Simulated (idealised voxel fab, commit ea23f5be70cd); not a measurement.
process module | voxel spacer lines
cross-section cut | 200 nm wide | cells 5 nm
A cross-section is a grid of square cells, given in bands from the top down. A band is one or more rows of cells.
Each band's line starts with the height of the band's top and of its bottom, in nm. Then come its materials from left to right, each with its width in nm. One material with "throughout" fills the band from edge to edge. "air" is empty space.
Height 0 is the level under which the wafer as received is all one material. The lowest band goes on downwards, as in "0 down".
A width such as "30 to 40" changes by the same amount from each row of cells to the next, from the band's top row to its bottom row.
"no change" after a step means that no cell of the cross-section changed.
closed voids: empty space of 8 cells or more with no open way to the top, each as width x height at its distance from the left edge, in nm
after a step's settings: what the simulator itself notes on the step
overlay nm, on a step with a mask: how far to the right of its planned place the mask lay; to the left if negative
plan
1 op RECEIVE | material Si
2 op CONFORMAL_DEP | material Al2O3 | thk nm 5
3 op DIRECTIONAL_DEP | material TiN | thk nm 20
4 op DIRECTIONAL_DEP | material polySi | thk nm 20
5 op PATTERN | tone cover | mask id MANDREL | material resist | width nm 20 | pitch nm 70 | thk nm 25 | overlay nm 0
6 op DIRECTIONAL_ETCH | etch materials polySi | depth nm 20
7 op STRIP | etch materials resist
8 op CONFORMAL_DEP | material SiO2 | thk nm 15
9 op DIRECTIONAL_ETCH | etch materials SiO2 | depth nm 15
10 op STRIP | etch materials polySi
11 op DIRECTIONAL_ETCH | etch materials TiN | depth nm 20
12 op STRIP | etch materials SiO2
as received, after step 1
  0 down: Si throughout
  closed voids: none
a wafer at the end: this start, this plan, one mistake
  25 to 5: air 55 | TiN 20 | air 50 | TiN 20 | air 55
  5 to 0: Al2O3 throughout
  0 down: Si throughout
  closed voids: none
what went wrong: step 5 ran as: op PATTERN | tone open | mask id MANDREL | material resist | width nm 20 | pitch nm 70 | thk nm 25 | overlay nm 0
